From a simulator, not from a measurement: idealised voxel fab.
process module | voxel wiring stack
cross-section cut | 275 nm wide | cells 5 nm
A cross-section is a grid of square cells, given in bands from the top down. A band is one or more rows of cells.
Each band's line starts with the height of the band's top and of its bottom, in nm. Then come its materials from left to right, each with its width in nm. One material with "throughout" fills the band from edge to edge. "air" is empty space.
Height 0 is the level under which the wafer as received is all one material. The lowest band goes on downwards, as in "0 down".
A width such as "30 to 40" changes by the same amount from each row of cells to the next, from the band's top row to its bottom row.
"no change" after a step means that no cell of the cross-section changed.
closed voids: empty space of 8 cells or more with no open way to the top, each as width x height at its distance from the left edge, in nm
after a step's settings: what the simulator itself notes on the step
overlay nm, on a step with a mask: how far to the right of its planned place the mask lay; to the left if negative
plan
1 op RECEIVE | material Si
2 op CONFORMAL_DEP | material SiO2 | thk nm 15
3 op CONFORMAL_DEP | material SiCN | thk nm 5
4 op DIRECTIONAL_DEP | material lowk | thk nm 20
5 op MASKED_ETCH | tone open | mask id METAL_1 | width nm 30 | pitch nm 55 | etch materials lowk | depth nm 20 | overlay nm 0
6 op MASKED_ETCH | tone open | mask id METAL_1 | width nm 30 | pitch nm 55 | etch materials SiCN | depth nm 5 | overlay nm 0
7 op CONFORMAL_DEP | material TiN | thk nm 5
8 op FILL_DEP | material Ru | thk nm 5
9 op CMP | height nm 40
10 op CONFORMAL_DEP | material SiCN | thk nm 5
11 op DIRECTIONAL_DEP | material lowk | thk nm 25
12 op DIRECTIONAL_DEP | material aC | thk nm 10
13 op PATTERN | tone open | mask id METAL_2 | material resist | width nm 30 | pitch nm 55 | thk nm 25 | overlay nm 0
14 op DIRECTIONAL_ETCH | etch materials aC | depth nm 10
15 op STRIP | etch materials resist
16 op DIRECTIONAL_ETCH | etch materials lowk | depth nm 15
17 op STRIP | etch materials aC
18 op DIRECTIONAL_DEP | material aC | thk nm 15
19 op PATTERN | tone open | mask id METAL_2_HOLES | material resist | width nm 15 | pitch nm 55 | thk nm 30 | overlay nm 0
20 op DIRECTIONAL_ETCH | etch materials aC | depth nm 15
21 op STRIP | etch materials resist
22 op DIRECTIONAL_ETCH | etch materials lowk | depth nm 10
23 op DIRECTIONAL_ETCH | etch materials SiCN | depth nm 5
24 op STRIP | etch materials aC
25 op CONFORMAL_DEP | material TiN | thk nm 5
26 op FILL_DEP | material Cu | thk nm 10
27 op CMP | height nm 70
28 op CONFORMAL_DEP | material SiCN | thk nm 5
first wafer, as planned
as received, after step 1
  0 down: Si throughout
  closed voids: none
after step 2
  15 to 0: SiO2 throughout
  below 0: unchanged
after step 3
  20 to 15: SiCN throughout
  below 15: unchanged
after step 4
  40 to 20: lowk throughout
  below 20: unchanged
after step 5
  40 to 20: lowk 40 | air 30 | lowk 25 | air 30 | lowk 25 | air 30 | lowk 25 | air 30 | lowk 40
  below 20: unchanged
after step 6
  40 to 20: lowk 40 | air 30 | lowk 25 | air 30 | lowk 25 | air 30 | lowk 25 | air 30 | lowk 40
  20 to 15: SiCN 40 | air 30 | SiCN 25 | air 30 | SiCN 25 | air 30 | SiCN 25 | air 30 | SiCN 40
  below 15: unchanged
after step 7
  45 to 40: TiN 45 | air 20 | TiN 35 | air 20 | TiN 35 | air 20 | TiN 35 | air 20 | TiN 45
  40 to 20: lowk 40 | TiN 5 | air 20 | TiN 5 | lowk 25 | TiN 5 | air 20 | TiN 5 | lowk 25 | TiN 5 | air 20 | TiN 5 | lowk 25 | TiN 5 | air 20 | TiN 5 | lowk 40
  20 to 15: SiCN 40 | TiN 30 | SiCN 25 | TiN 30 | SiCN 25 | TiN 30 | SiCN 25 | TiN 30 | SiCN 40
  below 15: unchanged
after step 8
  50 to 45: Ru throughout
  45 to 40: TiN 45 | Ru 20 | TiN 35 | Ru 20 | TiN 35 | Ru 20 | TiN 35 | Ru 20 | TiN 45
  40 to 20: lowk 40 | TiN 5 | Ru 20 | TiN 5 | lowk 25 | TiN 5 | Ru 20 | TiN 5 | lowk 25 | TiN 5 | Ru 20 | TiN 5 | lowk 25 | TiN 5 | Ru 20 | TiN 5 | lowk 40
  below 20: unchanged
after step 9
  40 to 20: lowk 40 | TiN 5 | Ru 20 | TiN 5 | lowk 25 | TiN 5 | Ru 20 | TiN 5 | lowk 25 | TiN 5 | Ru 20 | TiN 5 | lowk 25 | TiN 5 | Ru 20 | TiN 5 | lowk 40
  below 20: unchanged
after step 10
  45 to 40: SiCN throughout
  below 40: unchanged
after step 11
  70 to 45: lowk throughout
  below 45: unchanged
after step 12
  80 to 70: aC throughout
  below 70: unchanged
after step 13
  105 to 80: resist 40 | air 30 | resist 25 | air 30 | resist 25 | air 30 | resist 25 | air 30 | resist 40
  below 80: unchanged
after step 14
  95 to 80: resist 40 | air 30 | resist 25 | air 30 | resist 25 | air 30 | resist 25 | air 30 | resist 40
  80 to 70: aC 40 | air 30 | aC 25 | air 30 | aC 25 | air 30 | aC 25 | air 30 | aC 40
  below 70: unchanged
after step 15
  80 to 70: aC 40 | air 30 | aC 25 | air 30 | aC 25 | air 30 | aC 25 | air 30 | aC 40
  below 70: unchanged
after step 16
  80 to 70: aC 40 | air 30 | aC 25 | air 30 | aC 25 | air 30 | aC 25 | air 30 | aC 40
  70 to 55: lowk 40 | air 30 | lowk 25 | air 30 | lowk 25 | air 30 | lowk 25 | air 30 | lowk 40
  below 55: unchanged
after step 17
  70 to 55: lowk 40 | air 30 | lowk 25 | air 30 | lowk 25 | air 30 | lowk 25 | air 30 | lowk 40
  below 55: unchanged
after step 18
  85 to 70: aC 40 | air 30 | aC 25 | air 30 | aC 25 | air 30 | aC 25 | air 30 | aC 40
  70 to 55: lowk 40 | aC 30 | lowk 25 | aC 30 | lowk 25 | aC 30 | lowk 25 | aC 30 | lowk 40
  below 55: unchanged
after step 19
  115 to 85: resist 40 | air 15 | resist 40 | air 15 | resist 40 | air 15 | resist 40 | air 15 | resist 55
  85 to 70: aC 40 | air 15 | resist 15 | aC 25 | air 15 | resist 15 | aC 25 | air 15 | resist 15 | aC 25 | air 15 | resist 15 | aC 40
  below 70: unchanged
after step 20
  100 to 85: resist 40 | air 15 | resist 40 | air 15 | resist 40 | air 15 | resist 40 | air 15 | resist 55
  85 to 70: aC 40 | air 15 | resist 15 | aC 25 | air 15 | resist 15 | aC 25 | air 15 | resist 15 | aC 25 | air 15 | resist 15 | aC 40
  70 to 55: lowk 40 | air 15 | aC 15 | lowk 25 | air 15 | aC 15 | lowk 25 | air 15 | aC 15 | lowk 25 | air 15 | aC 15 | lowk 40
  below 55: unchanged
after step 21
  85 to 70: aC 40 | air 30 | aC 25 | air 30 | aC 25 | air 30 | aC 25 | air 30 | aC 40
  below 70: unchanged
after step 22
  85 to 70: aC 40 | air 30 | aC 25 | air 30 | aC 25 | air 30 | aC 25 | air 30 | aC 40
  70 to 55: lowk 40 | air 15 | aC 15 | lowk 25 | air 15 | aC 15 | lowk 25 | air 15 | aC 15 | lowk 25 | air 15 | aC 15 | lowk 40
  55 to 45: lowk 40 | air 15 | lowk 40 | air 15 | lowk 40 | air 15 | lowk 40 | air 15 | lowk 55
  below 45: unchanged
after step 23
  85 to 70: aC 40 | air 30 | aC 25 | air 30 | aC 25 | air 30 | aC 25 | air 30 | aC 40
  70 to 55: lowk 40 | air 15 | aC 15 | lowk 25 | air 15 | aC 15 | lowk 25 | air 15 | aC 15 | lowk 25 | air 15 | aC 15 | lowk 40
  55 to 45: lowk 40 | air 15 | lowk 40 | air 15 | lowk 40 | air 15 | lowk 40 | air 15 | lowk 55
  45 to 40: SiCN 40 | air 15 | SiCN 40 | air 15 | SiCN 40 | air 15 | SiCN 40 | air 15 | SiCN 55
  below 40: unchanged
after step 24
  70 to 55: lowk 40 | air 30 | lowk 25 | air 30 | lowk 25 | air 30 | lowk 25 | air 30 | lowk 40
  below 55: unchanged
after step 25
  75 to 70: TiN 45 | air 20 | TiN 35 | air 20 | TiN 35 | air 20 | TiN 35 | air 20 | TiN 45
  70 to 60: lowk 40 | TiN 5 | air 20 | TiN 5 | lowk 25 | TiN 5 | air 20 | TiN 5 | lowk 25 | TiN 5 | air 20 | TiN 5 | lowk 25 | TiN 5 | air 20 | TiN 5 | lowk 40
  60 to 55: lowk 40 | TiN 5 | air 5 | TiN 20 | lowk 25 | TiN 5 | air 5 | TiN 20 | lowk 25 | TiN 5 | air 5 | TiN 20 | lowk 25 | TiN 5 | air 5 | TiN 20 | lowk 40
  55 to 45: lowk 40 | TiN 5 | air 5 | TiN 5 | lowk 40 | TiN 5 | air 5 | TiN 5 | lowk 40 | TiN 5 | air 5 | TiN 5 | lowk 40 | TiN 5 | air 5 | TiN 5 | lowk 55
  45 to 40: SiCN 40 | TiN 15 | SiCN 40 | TiN 15 | SiCN 40 | TiN 15 | SiCN 40 | TiN 15 | SiCN 55
  below 40: unchanged
after step 26
  85 to 75: Cu throughout
  75 to 70: TiN 45 | Cu 20 | TiN 35 | Cu 20 | TiN 35 | Cu 20 | TiN 35 | Cu 20 | TiN 45
  70 to 60: lowk 40 | TiN 5 | Cu 20 | TiN 5 | lowk 25 | TiN 5 | Cu 20 | TiN 5 | lowk 25 | TiN 5 | Cu 20 | TiN 5 | lowk 25 | TiN 5 | Cu 20 | TiN 5 | lowk 40
  60 to 55: lowk 40 | TiN 5 | Cu 5 | TiN 20 | lowk 25 | TiN 5 | Cu 5 | TiN 20 | lowk 25 | TiN 5 | Cu 5 | TiN 20 | lowk 25 | TiN 5 | Cu 5 | TiN 20 | lowk 40
  55 to 45: lowk 40 | TiN 5 | Cu 5 | TiN 5 | lowk 40 | TiN 5 | Cu 5 | TiN 5 | lowk 40 | TiN 5 | Cu 5 | TiN 5 | lowk 40 | TiN 5 | Cu 5 | TiN 5 | lowk 55
  below 45: unchanged
after step 27
  70 to 60: lowk 40 | TiN 5 | Cu 20 | TiN 5 | lowk 25 | TiN 5 | Cu 20 | TiN 5 | lowk 25 | TiN 5 | Cu 20 | TiN 5 | lowk 25 | TiN 5 | Cu 20 | TiN 5 | lowk 40
  below 60: unchanged
after step 28
  75 to 70: SiCN throughout
  below 70: unchanged
second wafer: like start, like plan, one mistake. Through step 3 it matches the first wafer
when step 4 should have ended
  40 to 20: Cu throughout
  below 20: unchanged
when step 5 should have ended: no change
when step 6 should have ended: no change
when step 7 should have ended
  45 to 40: TiN throughout
  below 40: unchanged
when step 8 should have ended
  50 to 45: Ru throughout
  below 45: unchanged
when step 9 should have ended
  40 to 20: Cu throughout
  below 20: unchanged
when step 10 should have ended
  45 to 40: SiCN throughout
  below 40: unchanged
when step 11 should have ended
  70 to 45: lowk throughout
  below 45: unchanged
when step 12 should have ended
  80 to 70: aC throughout
  below 70: unchanged
when step 13 should have ended
  105 to 80: resist 40 | air 30 | resist 25 | air 30 | resist 25 | air 30 | resist 25 | air 30 | resist 40
  below 80: unchanged
when step 14 should have ended
  95 to 80: resist 40 | air 30 | resist 25 | air 30 | resist 25 | air 30 | resist 25 | air 30 | resist 40
  80 to 70: aC 40 | air 30 | aC 25 | air 30 | aC 25 | air 30 | aC 25 | air 30 | aC 40
  below 70: unchanged
when step 15 should have ended
  80 to 70: aC 40 | air 30 | aC 25 | air 30 | aC 25 | air 30 | aC 25 | air 30 | aC 40
  below 70: unchanged
when step 16 should have ended
  80 to 70: aC 40 | air 30 | aC 25 | air 30 | aC 25 | air 30 | aC 25 | air 30 | aC 40
  70 to 55: lowk 40 | air 30 | lowk 25 | air 30 | lowk 25 | air 30 | lowk 25 | air 30 | lowk 40
  below 55: unchanged
when step 17 should have ended
  70 to 55: lowk 40 | air 30 | lowk 25 | air 30 | lowk 25 | air 30 | lowk 25 | air 30 | lowk 40
  below 55: unchanged
when step 18 should have ended
  85 to 70: aC 40 | air 30 | aC 25 | air 30 | aC 25 | air 30 | aC 25 | air 30 | aC 40
  70 to 55: lowk 40 | aC 30 | lowk 25 | aC 30 | lowk 25 | aC 30 | lowk 25 | aC 30 | lowk 40
  below 55: unchanged
when step 19 should have ended
  115 to 85: resist 40 | air 15 | resist 40 | air 15 | resist 40 | air 15 | resist 40 | air 15 | resist 55
  85 to 70: aC 40 | air 15 | resist 15 | aC 25 | air 15 | resist 15 | aC 25 | air 15 | resist 15 | aC 25 | air 15 | resist 15 | aC 40
  below 70: unchanged
when step 20 should have ended
  100 to 85: resist 40 | air 15 | resist 40 | air 15 | resist 40 | air 15 | resist 40 | air 15 | resist 55
  85 to 70: aC 40 | air 15 | resist 15 | aC 25 | air 15 | resist 15 | aC 25 | air 15 | resist 15 | aC 25 | air 15 | resist 15 | aC 40
  70 to 55: lowk 40 | air 15 | aC 15 | lowk 25 | air 15 | aC 15 | lowk 25 | air 15 | aC 15 | lowk 25 | air 15 | aC 15 | lowk 40
  below 55: unchanged
when step 21 should have ended
  85 to 70: aC 40 | air 30 | aC 25 | air 30 | aC 25 | air 30 | aC 25 | air 30 | aC 40
  below 70: unchanged
when step 22 should have ended
  85 to 70: aC 40 | air 30 | aC 25 | air 30 | aC 25 | air 30 | aC 25 | air 30 | aC 40
  70 to 55: lowk 40 | air 15 | aC 15 | lowk 25 | air 15 | aC 15 | lowk 25 | air 15 | aC 15 | lowk 25 | air 15 | aC 15 | lowk 40
  55 to 45: lowk 40 | air 15 | lowk 40 | air 15 | lowk 40 | air 15 | lowk 40 | air 15 | lowk 55
  below 45: unchanged
when step 23 should have ended
  85 to 70: aC 40 | air 30 | aC 25 | air 30 | aC 25 | air 30 | aC 25 | air 30 | aC 40
  70 to 55: lowk 40 | air 15 | aC 15 | lowk 25 | air 15 | aC 15 | lowk 25 | air 15 | aC 15 | lowk 25 | air 15 | aC 15 | lowk 40
  55 to 45: lowk 40 | air 15 | lowk 40 | air 15 | lowk 40 | air 15 | lowk 40 | air 15 | lowk 55
  45 to 40: SiCN 40 | air 15 | SiCN 40 | air 15 | SiCN 40 | air 15 | SiCN 40 | air 15 | SiCN 55
  below 40: unchanged
when step 24 should have ended
  70 to 55: lowk 40 | air 30 | lowk 25 | air 30 | lowk 25 | air 30 | lowk 25 | air 30 | lowk 40
  below 55: unchanged
when step 25 should have ended
  75 to 70: TiN 45 | air 20 | TiN 35 | air 20 | TiN 35 | air 20 | TiN 35 | air 20 | TiN 45
  70 to 60: lowk 40 | TiN 5 | air 20 | TiN 5 | lowk 25 | TiN 5 | air 20 | TiN 5 | lowk 25 | TiN 5 | air 20 | TiN 5 | lowk 25 | TiN 5 | air 20 | TiN 5 | lowk 40
  60 to 55: lowk 40 | TiN 5 | air 5 | TiN 20 | lowk 25 | TiN 5 | air 5 | TiN 20 | lowk 25 | TiN 5 | air 5 | TiN 20 | lowk 25 | TiN 5 | air 5 | TiN 20 | lowk 40
  55 to 45: lowk 40 | TiN 5 | air 5 | TiN 5 | lowk 40 | TiN 5 | air 5 | TiN 5 | lowk 40 | TiN 5 | air 5 | TiN 5 | lowk 40 | TiN 5 | air 5 | TiN 5 | lowk 55
  45 to 40: SiCN 40 | TiN 15 | SiCN 40 | TiN 15 | SiCN 40 | TiN 15 | SiCN 40 | TiN 15 | SiCN 55
  below 40: unchanged
when step 26 should have ended
  85 to 75: Cu throughout
  75 to 70: TiN 45 | Cu 20 | TiN 35 | Cu 20 | TiN 35 | Cu 20 | TiN 35 | Cu 20 | TiN 45
  70 to 60: lowk 40 | TiN 5 | Cu 20 | TiN 5 | lowk 25 | TiN 5 | Cu 20 | TiN 5 | lowk 25 | TiN 5 | Cu 20 | TiN 5 | lowk 25 | TiN 5 | Cu 20 | TiN 5 | lowk 40
  60 to 55: lowk 40 | TiN 5 | Cu 5 | TiN 20 | lowk 25 | TiN 5 | Cu 5 | TiN 20 | lowk 25 | TiN 5 | Cu 5 | TiN 20 | lowk 25 | TiN 5 | Cu 5 | TiN 20 | lowk 40
  55 to 45: lowk 40 | TiN 5 | Cu 5 | TiN 5 | lowk 40 | TiN 5 | Cu 5 | TiN 5 | lowk 40 | TiN 5 | Cu 5 | TiN 5 | lowk 40 | TiN 5 | Cu 5 | TiN 5 | lowk 55
  below 45: unchanged
when step 27 should have ended
  70 to 60: lowk 40 | TiN 5 | Cu 20 | TiN 5 | lowk 25 | TiN 5 | Cu 20 | TiN 5 | lowk 25 | TiN 5 | Cu 20 | TiN 5 | lowk 25 | TiN 5 | Cu 20 | TiN 5 | lowk 40
  below 60: unchanged
when step 28 should have ended
  75 to 70: SiCN throughout
  below 70: unchanged
what went wrong: step 4 ran as: op DIRECTIONAL_DEP | material Cu | thk nm 20
at the end the second wafer has, in cells: 220 more of Cu | 64 fewer of Ru | 24 more of SiCN | 56 fewer of TiN | 124 fewer of lowk
